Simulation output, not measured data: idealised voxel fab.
process module | voxel air gaps
cross-section cut | 285 nm wide | cells 5 nm
A cross-section is a grid of square cells, given in bands from the top down. A band is one or more rows of cells.
Each band's line starts with the height of the band's top and of its bottom, in nm. Then come its materials from left to right, each with its width in nm. One material with "throughout" fills the band from edge to edge. "air" is empty space.
Height 0 is the level under which the wafer as received is all one material. The lowest band goes on downwards, as in "0 down".
A width such as "30 to 40" changes by the same amount from each row of cells to the next, from the band's top row to its bottom row.
"no change" after a step means that no cell of the cross-section changed.
closed voids: empty space of 8 cells or more with no open way to the top, each as width x height at its distance from the left edge, in nm
after a step's settings: what the simulator itself notes on the step
overlay nm, on a step with a mask: how far to the right of its planned place the mask lay; to the left if negative
plan
1 op RECEIVE | material Si
2 op CONFORMAL_DEP | material SiO2 | thk nm 15
3 op CONFORMAL_DEP | material SiN | thk nm 5
4 op DIRECTIONAL_DEP | material lowk | thk nm 30
5 op MASKED_ETCH | tone open | mask id LINES | width nm 20 | pitch nm 50 | etch materials lowk | depth nm 30 | overlay nm 0
6 op CONFORMAL_DEP | material TiN | thk nm 5
7 op FILL_DEP | material Cu | thk nm 10
8 op CMP | height nm 50
9 op EPI | material Ru | thk nm 10
10 op SELECTIVE_ETCH | etch materials lowk | depth nm 40
11 op CONFORMAL_DEP | material SiCN | thk nm 5
first wafer, as planned
as received, after step 1
  0 down: Si throughout
  closed voids: none
after step 2
  15 to 0: SiO2 throughout
  below 0: unchanged
after step 3
  20 to 15: SiN throughout
  below 15: unchanged
after step 4
  50 to 20: lowk throughout
  below 20: unchanged
after step 5
  50 to 20: lowk 55 | air 20 | lowk 30 | air 20 | lowk 30 | air 20 | lowk 30 | air 20 | lowk 60
  below 20: unchanged
after step 6
  55 to 50: TiN 60 | air 10 | TiN 40 | air 10 | TiN 40 | air 10 | TiN 40 | air 10 | TiN 65
  50 to 25: lowk 55 | TiN 5 | air 10 | TiN 5 | lowk 30 | TiN 5 | air 10 | TiN 5 | lowk 30 | TiN 5 | air 10 | TiN 5 | lowk 30 | TiN 5 | air 10 | TiN 5 | lowk 60
  25 to 20: lowk 55 | TiN 20 | lowk 30 | TiN 20 | lowk 30 | TiN 20 | lowk 30 | TiN 20 | lowk 60
  below 20: unchanged
after step 7
  65 to 55: Cu throughout
  55 to 50: TiN 60 | Cu 10 | TiN 40 | Cu 10 | TiN 40 | Cu 10 | TiN 40 | Cu 10 | TiN 65
  50 to 25: lowk 55 | TiN 5 | Cu 10 | TiN 5 | lowk 30 | TiN 5 | Cu 10 | TiN 5 | lowk 30 | TiN 5 | Cu 10 | TiN 5 | lowk 30 | TiN 5 | Cu 10 | TiN 5 | lowk 60
  below 25: unchanged
after step 8
  50 to 25: lowk 55 | TiN 5 | Cu 10 | TiN 5 | lowk 30 | TiN 5 | Cu 10 | TiN 5 | lowk 30 | TiN 5 | Cu 10 | TiN 5 | lowk 30 | TiN 5 | Cu 10 | TiN 5 | lowk 60
  below 25: unchanged
after step 9
  60 to 50: air 45 | Ru 40 | air 10 | Ru 40 | air 10 | Ru 40 | air 10 | Ru 40 | air 50
  below 50: unchanged
after step 10
  60 to 50: air 45 | Ru 40 | air 10 | Ru 40 | air 10 | Ru 40 | air 10 | Ru 40 | air 50
  50 to 25: air 55 | TiN 5 | Cu 10 | TiN 5 | air 30 | TiN 5 | Cu 10 | TiN 5 | air 30 | TiN 5 | Cu 10 | TiN 5 | air 30 | TiN 5 | Cu 10 | TiN 5 | air 60
  25 to 20: air 55 | TiN 20 | air 30 | TiN 20 | air 30 | TiN 20 | air 30 | TiN 20 | air 60
  below 20: unchanged
after step 11
  65 to 60: air 40 | SiCN 200 | air 45
  60 to 50: air 40 | SiCN 5 | Ru 40 | SiCN 10 | Ru 40 | SiCN 10 | Ru 40 | SiCN 10 | Ru 40 | SiCN 5 | air 45
  50 to 45: air 40 | SiCN 15 | TiN 5 | Cu 10 | TiN 5 | SiCN 30 | TiN 5 | Cu 10 | TiN 5 | SiCN 30 | TiN 5 | Cu 10 | TiN 5 | SiCN 30 | TiN 5 | Cu 10 | TiN 5 | SiCN 15 | air 45
  45 to 25: air 50 | SiCN 5 | TiN 5 | Cu 10 | TiN 5 | SiCN 5 | air 20 | SiCN 5 | TiN 5 | Cu 10 | TiN 5 | SiCN 5 | air 20 | SiCN 5 | TiN 5 | Cu 10 | TiN 5 | SiCN 5 | air 20 | SiCN 5 | TiN 5 | Cu 10 | TiN 5 | SiCN 5 | air 55
  25 to 20: SiCN 55 | TiN 20 | SiCN 30 | TiN 20 | SiCN 30 | TiN 20 | SiCN 30 | TiN 20 | SiCN 60
  below 20: unchanged
  closed voids: 20 x 20 at 80; 20 x 20 at 130; 20 x 20 at 180
second wafer: like start, like plan, one mistake. Through step 4 it matches the first wafer
when step 5 should have ended
  50 to 20: air 55 | lowk 20 | air 30 | lowk 20 | air 30 | lowk 20 | air 30 | lowk 20 | air 60
  below 20: unchanged
when step 6 should have ended
  55 to 50: air 50 | TiN 30 | air 20 | TiN 30 | air 20 | TiN 30 | air 20 | TiN 30 | air 55
  50 to 25: air 50 | TiN 5 | lowk 20 | TiN 5 | air 20 | TiN 5 | lowk 20 | TiN 5 | air 20 | TiN 5 | lowk 20 | TiN 5 | air 20 | TiN 5 | lowk 20 | TiN 5 | air 55
  25 to 20: TiN 55 | lowk 20 | TiN 30 | lowk 20 | TiN 30 | lowk 20 | TiN 30 | lowk 20 | TiN 60
  below 20: unchanged
when step 7 should have ended
  65 to 55: Cu throughout
  55 to 50: Cu 50 | TiN 30 | Cu 20 | TiN 30 | Cu 20 | TiN 30 | Cu 20 | TiN 30 | Cu 55
  50 to 25: Cu 50 | TiN 5 | lowk 20 | TiN 5 | Cu 20 | TiN 5 | lowk 20 | TiN 5 | Cu 20 | TiN 5 | lowk 20 | TiN 5 | Cu 20 | TiN 5 | lowk 20 | TiN 5 | Cu 55
  below 25: unchanged
when step 8 should have ended
  50 to 25: Cu 50 | TiN 5 | lowk 20 | TiN 5 | Cu 20 | TiN 5 | lowk 20 | TiN 5 | Cu 20 | TiN 5 | lowk 20 | TiN 5 | Cu 20 | TiN 5 | lowk 20 | TiN 5 | Cu 55
  below 25: unchanged
when step 9 should have ended
  60 to 50: Ru throughout
  below 50: unchanged
when step 10 should have ended: no change
when step 11 should have ended
  65 to 60: SiCN throughout
  below 60: unchanged
what went wrong: step 5 ran as: op MASKED_ETCH | tone cover | mask id LINES | width nm 20 | pitch nm 50 | etch materials lowk | depth nm 30 | overlay nm 0
at the end the second wafer has, in cells: 125 more of Cu | 50 more of Ru | 96 fewer of SiCN | 25 more of TiN | 96 more of lowk
closed voids at the end (first wafer, second wafer): 3, 0
